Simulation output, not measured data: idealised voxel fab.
The document below concerns the process module designated voxel tone inversion.
Each square cell in cross-section cut measures 5 nm, and the section as a whole is 190 nm wide.
In what follows, cross-sections appear as grids of square cells, described through bands that run from the top down, where every band is one or more rows of cells. In this notation a band is specified by the heights of its top and bottom, in that order and in nm, after which its materials appear from left to right, each paired with its width in nm. The word "everywhere" attached to a single material means that material fills the band from edge to edge; the word "air" stands for empty space. Ref level 0: as-received wafer is one material below here. Bottom band extends down with no lower bound ("0 nm and below"). Graded width ("30..40"): value in top row of band = first number; value in bottom row = second number; row-to-row change constant. "no modifications" (step): cross-section cells unchanged, all of them. Under "Fully closed voids" you'll find the enclosed gaps, the ones with no way out to the top, that are 8 cells or bigger; each reads width x height at distance, with distance counted from the left edge, everything in nm. Read whatever lies past the settings on a step's line as the simulator's own remark about the step. overlay nm: right-of-plan distance of the mask on a masked step; negative values mean left-of-plan.
-- The process steps that were planned are listed below
1. RECEIVE,material Si
2. CONFORMAL_DEP,material SiCN,thk nm 10
3. DIRECTIONAL_DEP,material polySi,thk nm 25
4. PATTERN,tone cover,mask id POSTS,material resist,width nm 25,pitch nm 40,thk nm 35,overlay nm 0
5. DIRECTIONAL_ETCH,etch materials polySi,depth nm 25
6. STRIP,etch materials resist
7. FILL_DEP,material lowk,thk nm 5
8. CMP,height nm 35
9. STRIP,etch materials polySi
10. CONFORMAL_DEP,material TiN,thk nm 5
11. FILL_DEP,material W,thk nm 5
12. CMP,height nm 35
13. CONFORMAL_DEP,material SiCN,thk nm 5
-- The first wafer of two, processed as planned
-- This is the cross-section of the wafer as we received it, i.e. after step 1
- 0 nm and below  Si everywhere
- Fully closed voids: none
-- Cross-section of the wafer subsequent to step 2
- 10 nm to 0 nm  SiCN everywhere
- Everything below 0 is unchanged.
-- Cross-section of the wafer subsequent to step 3
- 35 nm to 10 nm  polySi everywhere
- Everything below 10 is unchanged.
-- Cross-section of the wafer subsequent to step 4
- 70 nm to 35 nm  air=40, then resist=25, then air=15, then resist=25, then air=15, then resist=25, then air=45
- Everything below 35 is unchanged.
-- Cross-section of the wafer subsequent to step 5
- 70 nm to 35 nm  air=40, then resist=25, then air=15, then resist=25, then air=15, then resist=25, then air=45
- 35 nm to 10 nm  air=40, then polySi=25, then air=15, then polySi=25, then air=15, then polySi=25, then air=45
- Everything below 10 is unchanged.
-- Cross-section of the wafer subsequent to step 6
- 35 nm to 10 nm  air=40, then polySi=25, then air=15, then polySi=25, then air=15, then polySi=25, then air=45
- Everything below 10 is unchanged.
-- Cross-section of the wafer subsequent to step 7
- 40 nm to 35 nm  lowk everywhere
- 35 nm to 10 nm  lowk=40, then polySi=25, then lowk=15, then polySi=25, then lowk=15, then polySi=25, then lowk=45
- Everything below 10 is unchanged.
-- Cross-section of the wafer subsequent to step 8
- 35 nm to 10 nm  lowk=40, then polySi=25, then lowk=15, then polySi=25, then lowk=15, then polySi=25, then lowk=45
- Everything below 10 is unchanged.
-- Cross-section of the wafer subsequent to step 9
- 35 nm to 10 nm  lowk=40, then air=25, then lowk=15, then air=25, then lowk=15, then air=25, then lowk=45
- Everything below 10 is unchanged.
-- Cross-section of the wafer subsequent to step 10
- 40 nm to 35 nm  TiN=45, then air=15, then TiN=25, then air=15, then TiN=25, then air=15, then TiN=50
- 35 nm to 15 nm  lowk=40, then TiN=5, then air=15, then TiN=5, then lowk=15, then TiN=5, then air=15, then TiN=5, then lowk=15, then TiN=5, then air=15, then TiN=5, then lowk=45
- 15 nm to 10 nm  lowk=40, then TiN=25, then lowk=15, then TiN=25, then lowk=15, then TiN=25, then lowk=45
- Everything below 10 is unchanged.
-- Cross-section of the wafer subsequent to step 11
- 45 nm to 40 nm  W everywhere
- 40 nm to 35 nm  TiN=45, then W=15, then TiN=25, then W=15, then TiN=25, then W=15, then TiN=50
- 35 nm to 15 nm  lowk=40, then TiN=5, then W=15, then TiN=5, then lowk=15, then TiN=5, then W=15, then TiN=5, then lowk=15, then TiN=5, then W=15, then TiN=5, then lowk=45
- Everything below 15 is unchanged.
-- Cross-section of the wafer subsequent to step 12
- 35 nm to 15 nm  lowk=40, then TiN=5, then W=15, then TiN=5, then lowk=15, then TiN=5, then W=15, then TiN=5, then lowk=15, then TiN=5, then W=15, then TiN=5, then lowk=45
- Everything below 15 is unchanged.
-- Cross-section of the wafer subsequent to step 13
- 40 nm to 35 nm  SiCN everywhere
- Everything below 35 is unchanged.
-- What follows concerns the second wafer, which started out like the first and was meant to follow the very same plan; one mistake crept in when it was run, but everything up to and including step 11 is the same as for the first wafer
-- Second wafer shown in cross-section at the time step 12 was slated to end
- 30 nm to 15 nm  lowk=40, then TiN=5, then W=15, then TiN=5, then lowk=15, then TiN=5, then W=15, then TiN=5, then lowk=15, then TiN=5, then W=15, then TiN=5, then lowk=45
- Everything below 15 is unchanged.
-- Second wafer shown in cross-section at the time step 13 was slated to end
- 35 nm to 30 nm  SiCN everywhere
- Everything below 30 is unchanged.
Want to know what went wrong? for step 12, the planned setting was not used; the step was instead run as CMP,height nm 30
The final cell counts differ between the wafers, with the second having more or fewer of some materials than the first: -6 TiN, -9 W, -23 lowk
